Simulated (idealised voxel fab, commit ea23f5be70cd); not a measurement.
process module | voxel gate over fins
cross-section cut | 155 nm wide | cells 5 nm
A cross-section is a grid of square cells, given in bands from the top down. A band is one or more rows of cells.
Each band's line starts with the height of the band's top and of its bottom, in nm. Then come its materials from left to right, each with its width in nm. One material with "throughout" fills the band from edge to edge. "air" is empty space.
Height 0 is the level under which the wafer as received is all one material. The lowest band goes on downwards, as in "0 down".
A width such as "30 to 40" changes by the same amount from each row of cells to the next, from the band's top row to its bottom row.
"no change" after a step means that no cell of the cross-section changed.
closed voids: empty space of 8 cells or more with no open way to the top, each as width x height at its distance from the left edge, in nm
after a step's settings: what the simulator itself notes on the step
overlay nm, on a step with a mask: how far to the right of its planned place the mask lay; to the left if negative
plan
1 op RECEIVE | material Si
2 op CONFORMAL_DEP | material SiN | thk nm 10
3 op DIRECTIONAL_DEP | material aC | thk nm 10
4 op PATTERN | tone cover | mask id FINS | material resist | width nm 15 | pitch nm 35 | thk nm 30 | overlay nm 0
5 op DIRECTIONAL_ETCH | etch materials aC | depth nm 10
6 op STRIP | etch materials resist
7 op DIRECTIONAL_ETCH | etch materials SiN | depth nm 10
8 op DIRECTIONAL_ETCH | etch materials Si | depth nm 40
9 op STRIP | etch materials aC
10 op FILL_DEP | material SiO2 | thk nm 10
11 op CMP | height nm 10
12 op SELECTIVE_ETCH | etch materials SiO2 | depth nm 20
13 op STRIP | etch materials SiN
14 op CONFORMAL_DEP | material HfO2 | thk nm 5
15 op CONFORMAL_DEP | material TiN | thk nm 5
16 op CONFORMAL_DEP | material TiAl | thk nm 5
17 op CONFORMAL_DEP | material TiN | thk nm 5
18 op FILL_DEP | material W | thk nm 15
19 op CMP | height nm 30
20 op CONFORMAL_DEP | material SiN | thk nm 5
as received, after step 1
  0 down: Si throughout
  closed voids: none
a wafer at the end: this start, this plan, one mistake
  35 to 30: SiN throughout
  30 to 20: W throughout
  20 to 15: W 15 | SiO2 125 | W 15
  15 to 10: W 15 | SiO2 5 | TiAl 115 | SiO2 5 | W 15
  10 to 5: SiO2 20 | TiAl 5 | TiN 105 | TiAl 5 | SiO2 20
  5 to 0: TiAl 25 | TiN 5 | HfO2 25 | TiN 10 | HfO2 25 | TiN 10 | HfO2 25 | TiN 5 | TiAl 25
  0 to -5: TiN 30 | HfO2 5 | Si 15 | HfO2 5 | TiN 10 | HfO2 5 | Si 15 | HfO2 5 | TiN 10 | HfO2 5 | Si 15 | HfO2 5 | TiN 30
  -5 to -10: HfO2 35 | Si 15 | HfO2 20 | Si 15 | HfO2 20 | Si 15 | HfO2 35
  -10 to -40: SiO2 35 | Si 15 | SiO2 20 | Si 15 | SiO2 20 | Si 15 | SiO2 35
  -40 down: Si throughout
  closed voids: none
what went wrong: step 17 ran as: op CONFORMAL_DEP | material SiO2 | thk nm 5
